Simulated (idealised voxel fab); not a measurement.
A process module follows: voxel transistor to metal.
Square cell edge 5 nm, section width 270 nm, ID cut.
Heads up, the way a cross-section reads in here is a grid of square cells, handed over as bands from the top down, with every band being one or more rows of cells. Basically the band line says how high the top is and how high the bottom is, in nm, and then what's in it from left to right, every material with its width in nm. Empty space shows up as "air", and if a single material carries "edge to edge" it runs the full band edge to edge. Ref level 0: as-received wafer is one material below here. Bottom band extends down with no lower bound ("from 0 down"). Read "30..40" as a graded width: first number on top, second number at the bottom, same change between each pair of neighbouring rows. "identical to before" means the step left every cell of the cross-section as it was. Entry "Voids lacking openings". Content: empty spaces with no open connection to the top, size 8 cells or greater. Each: width x height at distance. Distance: from left edge. Unit: nm. Note: text after step settings on the step line = simulator remark on that step. overlay nm: for a step with a mask, the amount by which the mask lay right of where it was planned; a negative amount means left of it.

**Planned step list for the process**
1) RECEIVE: material Si
2) CONFORMAL_DEP: material SiO2, thk nm 5
3) CONFORMAL_DEP: material SiN, thk nm 10
4) MASKED_ETCH: tone cover, mask id ACTIVE, width nm 100, pitch nm 130, etch materials SiN, depth nm 10, overlay nm -5
5) MASKED_ETCH: tone cover, mask id ACTIVE, width nm 100, pitch nm 130, etch materials SiO2, depth nm 5, overlay nm 0
6) MASKED_ETCH: tone cover, mask id ACTIVE, width nm 100, pitch nm 130, etch materials Si, depth nm 25, overlay nm 0
7) OXIDIZE: depth nm 5
8) FILL_DEP: material SiO2, thk nm 10
9) CMP: height nm 15
10) SELECTIVE_ETCH: etch materials SiO2, depth nm 5
11) STRIP: etch materials SiN
12) SELECTIVE_ETCH: etch materials SiO2, depth nm 5
13) OXIDIZE: depth nm 5
14) DIRECTIONAL_DEP: material polySi, thk nm 30
15) DIRECTIONAL_DEP: material SiCN, thk nm 10
16) DIRECTIONAL_DEP: material aC, thk nm 15
17) PATTERN: tone cover, mask id GATE, material resist, width nm 30, pitch nm 130, thk nm 30, overlay nm 0
18) DIRECTIONAL_ETCH: etch materials aC, depth nm 15
19) STRIP: etch materials resist
20) DIRECTIONAL_ETCH: etch materials SiCN, depth nm 20
21) DIRECTIONAL_ETCH: etch materials polySi, depth nm 40
22) STRIP: etch materials aC
23) CONFORMAL_DEP: material SiN, thk nm 10
24) DIRECTIONAL_ETCH: etch materials SiN, depth nm 10
25) DIRECTIONAL_ETCH: etch materials SiO2, depth nm 5
26) DIRECTIONAL_ETCH: etch materials Si, depth nm 10
27) EPI: material pSi, thk nm 10
28) FILL_DEP: material SiO2, thk nm 10
29) CMP: height nm 30
30) STRIP: etch materials polySi
31) SELECTIVE_ETCH: etch materials SiO2, depth nm 5
32) CONFORMAL_DEP: material HfO2, thk nm 5
33) CONFORMAL_DEP: material TiN, thk nm 5
34) FILL_DEP: material W, thk nm 5
35) CMP: height nm 25
36) DIRECTIONAL_DEP: material SiO2, thk nm 15
37) PATTERN: tone open, mask id CONTACT, material resist, width nm 15, thk nm 20, overlay nm 0
38) DIRECTIONAL_ETCH: etch materials SiO2, depth nm 45
39) STRIP: etch materials resist
40) CONFORMAL_DEP: material TiN, thk nm 5
41) FILL_DEP: material Ru, thk nm 5
42) CMP: height nm 40
43) CONFORMAL_DEP: material SiCN, thk nm 5
44) DIRECTIONAL_DEP: material lowk, thk nm 15
45) MASKED_ETCH: tone open, mask id METAL_1, width nm 15, etch materials lowk, depth nm 15, overlay nm 0
46) MASKED_ETCH: tone open, mask id METAL_1, width nm 15, etch materials SiCN, depth nm 5, overlay nm 0
47) CONFORMAL_DEP: material TiN, thk nm 5
48) FILL_DEP: material Cu, thk nm 5
49) CMP: height nm 60
50) CONFORMAL_DEP: material SiCN, thk nm 5
51) DIRECTIONAL_DEP: material SiO2, thk nm 35
52) PATTERN: tone open, mask id METAL_2, material resist, width nm 15, pitch nm 130, thk nm 15, overlay nm 0
53) DIRECTIONAL_ETCH: etch materials SiO2, depth nm 20
54) STRIP: etch materials resist
55) DIRECTIONAL_DEP: material aC, thk nm 10
56) PATTERN: tone open, mask id METAL_2_HOLES, material resist, width nm 15, pitch nm 130, thk nm 30, overlay nm 0
57) DIRECTIONAL_ETCH: etch materials aC, depth nm 10
58) STRIP: etch materials resist
59) DIRECTIONAL_ETCH: etch materials SiO2, depth nm 15
60) DIRECTIONAL_ETCH: etch materials SiCN, depth nm 5
61) STRIP: etch materials aC
62) CONFORMAL_DEP: material TiN, thk nm 5
63) FILL_DEP: material Ru, thk nm 5
64) CMP: height nm 100
65) CONFORMAL_DEP: material SiN, thk nm 5
Where the wafers of this document differ is in the overlay nm of step 4; they start out the same, and the plan states the value that applied to the first wafer.

**As-received state after step 1, first of several wafers, cross-section**
- from 0 down  Si edge to edge
- Voids lacking openings: none

**First of several wafers, sectioned at end of module (last step: step 65)**
- from 105 to 100  SiN edge to edge
- from 100 to 65  SiO2 25  TiN 5  Ru 5  TiN 5  SiO2 115  TiN 5  Ru 5  TiN 5  SiO2 100
- from 65 to 60  SiCN 25  TiN 15  SiCN 115  TiN 15  SiCN 100
- from 60 to 45  lowk 25  TiN 5  Cu 5  TiN 5  lowk 60  TiN 5  Cu 5  TiN 5  lowk 40  TiN 5  Cu 5  TiN 5  lowk 60  TiN 5  Cu 5  TiN 5  lowk 25
- from 45 to 40  SiCN 25  TiN 15  SiCN 60  TiN 15  SiCN 40  TiN 15  SiCN 60  TiN 15  SiCN 25
- from 40 to 25  SiO2 25  TiN 5  Ru 5  TiN 5  SiO2 60  TiN 5  Ru 5  TiN 5  SiO2 40  TiN 5  Ru 5  TiN 5  SiO2 60  TiN 5  Ru 5  TiN 5  SiO2 25
- from 25 to 10  SiO2 25  TiN 5  Ru 5  TiN 5  SiO2 5  SiN 10  HfO2 5  TiN 5  W 10  TiN 5  HfO2 5  SiN 10  SiO2 5  TiN 5  Ru 5  TiN 5  SiO2 40  TiN 5  Ru 5  TiN 5  SiO2 5  SiN 10  HfO2 5  TiN 5  W 10  TiN 5  HfO2 5  SiN 10  SiO2 5  TiN 5  Ru 5  TiN 5  SiO2 25
- from 10 to 5  SiO2 25  TiN 15  SiO2 5  SiN 10  HfO2 5  TiN 5  W 10  TiN 5  HfO2 5  SiN 10  SiO2 5  TiN 15  SiO2 40  TiN 15  SiO2 5  SiN 10  HfO2 5  TiN 5  W 10  TiN 5  HfO2 5  SiN 10  SiO2 5  TiN 15  SiO2 25
- from 5 to 0  SiO2 10  SiN 10  SiO2 5  TiN 10  pSi 10  SiN 10  HfO2 5  TiN 20  HfO2 5  SiN 10  pSi 15  SiN 10  SiO2 20  SiN 10  SiO2 5  TiN 10  pSi 10  SiN 10  HfO2 5  TiN 20  HfO2 5  SiN 10  pSi 15  SiN 10  SiO2 20
- from 0 to -5  SiO2 25  TiN 10  pSi 10  SiO2 5  HfO2 40  SiO2 5  pSi 15  SiO2 45  TiN 10  pSi 10  SiO2 5  HfO2 40  SiO2 5  pSi 15  SiO2 30
- from -5 to -15  SiO2 20  pSi 25  Si 50  pSi 15  Si 5  SiO2 35  pSi 25  Si 50  pSi 15  Si 5  SiO2 25
- from -15 to -30  SiO2 20  Si 95  SiO2 35  Si 95  SiO2 25
- from -30 down  Si edge to edge
- Voids lacking openings: none

**Wafer cross-section (last wafer, module end)**
- from 105 to 100  SiN edge to edge
- from 100 to 65  SiO2 25  TiN 5  Ru 5  TiN 5  SiO2 115  TiN 5  Ru 5  TiN 5  SiO2 100
- from 65 to 60  SiCN 25  TiN 15  SiCN 115  TiN 15  SiCN 100
- from 60 to 45  lowk 25  TiN 5  Cu 5  TiN 5  lowk 60  TiN 5  Cu 5  TiN 5  lowk 40  TiN 5  Cu 5  TiN 5  lowk 60  TiN 5  Cu 5  TiN 5  lowk 25
- from 45 to 40  SiCN 25  TiN 15  SiCN 60  TiN 15  SiCN 40  TiN 15  SiCN 60  TiN 15  SiCN 25
- from 40 to 25  SiO2 25  TiN 5  Ru 5  TiN 5  SiO2 60  TiN 5  Ru 5  TiN 5  SiO2 40  TiN 5  Ru 5  TiN 5  SiO2 60  TiN 5  Ru 5  TiN 5  SiO2 25
- from 25 to 10  SiO2 25  TiN 5  Ru 5  TiN 5  SiO2 5  SiN 10  HfO2 5  TiN 5  W 10  TiN 5  HfO2 5  SiN 10  SiO2 5  TiN 5  Ru 5  TiN 5  SiO2 40  TiN 5  Ru 5  TiN 5  SiO2 5  SiN 10  HfO2 5  TiN 5  W 10  TiN 5  HfO2 5  SiN 10  SiO2 5  TiN 5  Ru 5  TiN 5  SiO2 25
- from 10 to 5  SiO2 25  TiN 15  SiO2 5  SiN 10  HfO2 5  TiN 5  W 10  TiN 5  HfO2 5  SiN 10  SiO2 5  TiN 15  SiO2 40  TiN 15  SiO2 5  SiN 10  HfO2 5  TiN 5  W 10  TiN 5  HfO2 5  SiN 10  SiO2 5  TiN 15  SiO2 25
- from 5 to 0  SiO2 20  SiN 10  pSi 15  SiN 10  HfO2 5  TiN 20  HfO2 5  SiN 10  pSi 10  TiN 10  SiO2 5  SiN 10  SiO2 20  SiN 10  pSi 15  SiN 10  HfO2 5  TiN 20  HfO2 5  SiN 10  pSi 10  TiN 10  SiO2 5  SiN 10  SiO2 10
- from 0 to -5  SiO2 30  pSi 15  SiO2 5  HfO2 40  SiO2 5  pSi 10  TiN 10  SiO2 45  pSi 15  SiO2 5  HfO2 40  SiO2 5  pSi 10  TiN 10  SiO2 25
- from -5 to -15  SiO2 25  Si 5  pSi 15  Si 50  pSi 25  SiO2 35  Si 5  pSi 15  Si 50  pSi 25  SiO2 20
- from -15 to -30  SiO2 25  Si 95  SiO2 35  Si 95  SiO2 20
- from -30 down  Si edge to edge
- Voids lacking openings: none

**Per wafer, end of module: cells gained (+) or lost (-) per material since receipt, then closed voids**
overlay nm -5; +12 Cu; +36 HfO2; +38 Ru; -166 Si; +90 SiCN; +102 SiN; +666 SiO2; +162 TiN; +16 W; +126 lowk; +52 pSi; Voids lacking openings: none
overlay nm 0; +12 Cu; +36 HfO2; +38 Ru; -176 Si; +90 SiCN; +102 SiN; +672 SiO2; +170 TiN; +16 W; +126 lowk; +48 pSi; Voids lacking openings: none
overlay nm 5; +12 Cu; +36 HfO2; +38 Ru; -166 Si; +90 SiCN; +102 SiN; +666 SiO2; +162 TiN; +16 W; +126 lowk; +52 pSi; Voids lacking openings: none
